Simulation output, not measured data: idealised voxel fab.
process module | voxel air gaps
cross-section cut | 285 nm wide | cells 5 nm
A cross-section is a grid of square cells, given in bands from the top down. A band is one or more rows of cells.
Each band's line starts with the height of the band's top and of its bottom, in nm. Then come its materials from left to right, each with its width in nm. One material with "throughout" fills the band from edge to edge. "air" is empty space.
Height 0 is the level under which the wafer as received is all one material. The lowest band goes on downwards, as in "0 down".
A width such as "30 to 40" changes by the same amount from each row of cells to the next, from the band's top row to its bottom row.
"no change" after a step means that no cell of the cross-section changed.
closed voids: empty space of 8 cells or more with no open way to the top, each as width x height at its distance from the left edge, in nm
after a step's settings: what the simulator itself notes on the step
overlay nm, on a step with a mask: how far to the right of its planned place the mask lay; to the left if negative
plan
1 op RECEIVE | material Si
2 op CONFORMAL_DEP | material SiO2 | thk nm 15
3 op CONFORMAL_DEP | material SiN | thk nm 5
4 op DIRECTIONAL_DEP | material lowk | thk nm 30
5 op MASKED_ETCH | tone open | mask id LINES | width nm 20 | pitch nm 50 | etch materials lowk | depth nm 30 | overlay nm 0
6 op CONFORMAL_DEP | material TiN | thk nm 5
7 op FILL_DEP | material Cu | thk nm 10
8 op CMP | height nm 50
9 op EPI | material Ru | thk nm 10
10 op SELECTIVE_ETCH | etch materials lowk | depth nm 40
11 op CONFORMAL_DEP | material SiN | thk nm 5
first wafer, as planned
as received, after step 1
  0 down: Si throughout
  closed voids: none
after step 2
  15 to 0: SiO2 throughout
  below 0: unchanged
after step 3
  20 to 15: SiN throughout
  below 15: unchanged
after step 4
  50 to 20: lowk throughout
  below 20: unchanged
after step 5
  50 to 20: lowk 55 | air 20 | lowk 30 | air 20 | lowk 30 | air 20 | lowk 30 | air 20 | lowk 60
  below 20: unchanged
after step 6
  55 to 50: TiN 60 | air 10 | TiN 40 | air 10 | TiN 40 | air 10 | TiN 40 | air 10 | TiN 65
  50 to 25: lowk 55 | TiN 5 | air 10 | TiN 5 | lowk 30 | TiN 5 | air 10 | TiN 5 | lowk 30 | TiN 5 | air 10 | TiN 5 | lowk 30 | TiN 5 | air 10 | TiN 5 | lowk 60
  25 to 20: lowk 55 | TiN 20 | lowk 30 | TiN 20 | lowk 30 | TiN 20 | lowk 30 | TiN 20 | lowk 60
  below 20: unchanged
after step 7
  65 to 55: Cu throughout
  55 to 50: TiN 60 | Cu 10 | TiN 40 | Cu 10 | TiN 40 | Cu 10 | TiN 40 | Cu 10 | TiN 65
  50 to 25: lowk 55 | TiN 5 | Cu 10 | TiN 5 | lowk 30 | TiN 5 | Cu 10 | TiN 5 | lowk 30 | TiN 5 | Cu 10 | TiN 5 | lowk 30 | TiN 5 | Cu 10 | TiN 5 | lowk 60
  below 25: unchanged
after step 8
  50 to 25: lowk 55 | TiN 5 | Cu 10 | TiN 5 | lowk 30 | TiN 5 | Cu 10 | TiN 5 | lowk 30 | TiN 5 | Cu 10 | TiN 5 | lowk 30 | TiN 5 | Cu 10 | TiN 5 | lowk 60
  below 25: unchanged
after step 9
  60 to 50: air 45 | Ru 40 | air 10 | Ru 40 | air 10 | Ru 40 | air 10 | Ru 40 | air 50
  below 50: unchanged
after step 10
  60 to 50: air 45 | Ru 40 | air 10 | Ru 40 | air 10 | Ru 40 | air 10 | Ru 40 | air 50
  50 to 25: air 55 | TiN 5 | Cu 10 | TiN 5 | air 30 | TiN 5 | Cu 10 | TiN 5 | air 30 | TiN 5 | Cu 10 | TiN 5 | air 30 | TiN 5 | Cu 10 | TiN 5 | air 60
  25 to 20: air 55 | TiN 20 | air 30 | TiN 20 | air 30 | TiN 20 | air 30 | TiN 20 | air 60
  below 20: unchanged
after step 11
  65 to 60: air 40 | SiN 200 | air 45
  60 to 50: air 40 | SiN 5 | Ru 40 | SiN 10 | Ru 40 | SiN 10 | Ru 40 | SiN 10 | Ru 40 | SiN 5 | air 45
  50 to 45: air 40 | SiN 15 | TiN 5 | Cu 10 | TiN 5 | SiN 30 | TiN 5 | Cu 10 | TiN 5 | SiN 30 | TiN 5 | Cu 10 | TiN 5 | SiN 30 | TiN 5 | Cu 10 | TiN 5 | SiN 15 | air 45
  45 to 25: air 50 | SiN 5 | TiN 5 | Cu 10 | TiN 5 | SiN 5 | air 20 | SiN 5 | TiN 5 | Cu 10 | TiN 5 | SiN 5 | air 20 | SiN 5 | TiN 5 | Cu 10 | TiN 5 | SiN 5 | air 20 | SiN 5 | TiN 5 | Cu 10 | TiN 5 | SiN 5 | air 55
  25 to 20: SiN 55 | TiN 20 | SiN 30 | TiN 20 | SiN 30 | TiN 20 | SiN 30 | TiN 20 | SiN 60
  below 20: unchanged
  closed voids: 20 x 20 at 80; 20 x 20 at 130; 20 x 20 at 180
second wafer: like start, like plan, one mistake. Through step 4 it matches the first wafer
when step 5 should have ended
  50 to 20: lowk 60 | air 15 | lowk 35 | air 15 | lowk 35 | air 15 | lowk 35 | air 15 | lowk 60
  below 20: unchanged
when step 6 should have ended
  55 to 50: TiN 65 | air 5 | TiN 45 | air 5 | TiN 45 | air 5 | TiN 45 | air 5 | TiN 65
  50 to 25: lowk 60 | TiN 5 | air 5 | TiN 5 | lowk 35 | TiN 5 | air 5 | TiN 5 | lowk 35 | TiN 5 | air 5 | TiN 5 | lowk 35 | TiN 5 | air 5 | TiN 5 | lowk 60
  25 to 20: lowk 60 | TiN 15 | lowk 35 | TiN 15 | lowk 35 | TiN 15 | lowk 35 | TiN 15 | lowk 60
  below 20: unchanged
when step 7 should have ended
  65 to 55: Cu throughout
  55 to 50: TiN 65 | Cu 5 | TiN 45 | Cu 5 | TiN 45 | Cu 5 | TiN 45 | Cu 5 | TiN 65
  50 to 25: lowk 60 | TiN 5 | Cu 5 | TiN 5 | lowk 35 | TiN 5 | Cu 5 | TiN 5 | lowk 35 | TiN 5 | Cu 5 | TiN 5 | lowk 35 | TiN 5 | Cu 5 | TiN 5 | lowk 60
  below 25: unchanged
when step 8 should have ended
  50 to 25: lowk 60 | TiN 5 | Cu 5 | TiN 5 | lowk 35 | TiN 5 | Cu 5 | TiN 5 | lowk 35 | TiN 5 | Cu 5 | TiN 5 | lowk 35 | TiN 5 | Cu 5 | TiN 5 | lowk 60
  below 25: unchanged
when step 9 should have ended
  60 to 50: air 50 | Ru 35 | air 15 | Ru 35 | air 15 | Ru 35 | air 15 | Ru 35 | air 50
  below 50: unchanged
when step 10 should have ended
  60 to 50: air 50 | Ru 35 | air 15 | Ru 35 | air 15 | Ru 35 | air 15 | Ru 35 | air 50
  50 to 25: air 60 | TiN 5 | Cu 5 | TiN 5 | air 35 | TiN 5 | Cu 5 | TiN 5 | air 35 | TiN 5 | Cu 5 | TiN 5 | air 35 | TiN 5 | Cu 5 | TiN 5 | air 60
  25 to 20: air 60 | TiN 15 | air 35 | TiN 15 | air 35 | TiN 15 | air 35 | TiN 15 | air 60
  below 20: unchanged
when step 11 should have ended
  65 to 60: air 45 | SiN 45 | air 5 | SiN 45 | air 5 | SiN 45 | air 5 | SiN 45 | air 45
  60 to 50: air 45 | SiN 5 | Ru 35 | SiN 5 | air 5 | SiN 5 | Ru 35 | SiN 5 | air 5 | SiN 5 | Ru 35 | SiN 5 | air 5 | SiN 5 | Ru 35 | SiN 5 | air 45
  50 to 45: air 45 | SiN 15 | TiN 5 | Cu 5 | TiN 5 | SiN 15 | air 5 | SiN 15 | TiN 5 | Cu 5 | TiN 5 | SiN 15 | air 5 | SiN 15 | TiN 5 | Cu 5 | TiN 5 | SiN 15 | air 5 | SiN 15 | TiN 5 | Cu 5 | TiN 5 | SiN 15 | air 45
  45 to 25: air 55 | SiN 5 | TiN 5 | Cu 5 | TiN 5 | SiN 5 | air 25 | SiN 5 | TiN 5 | Cu 5 | TiN 5 | SiN 5 | air 25 | SiN 5 | TiN 5 | Cu 5 | TiN 5 | SiN 5 | air 25 | SiN 5 | TiN 5 | Cu 5 | TiN 5 | SiN 5 | air 55
  25 to 20: SiN 60 | TiN 15 | SiN 35 | TiN 15 | SiN 35 | TiN 15 | SiN 35 | TiN 15 | SiN 60
  below 20: unchanged
what went wrong: step 5 ran as: op MASKED_ETCH | tone open | mask id LINES | width nm 15 | pitch nm 50 | etch materials lowk | depth nm 30 | overlay nm 0
at the end the second wafer has, in cells: 20 fewer of Cu | 8 fewer of Ru | 4 fewer of TiN
closed voids at the end (first wafer, second wafer): 3, 0
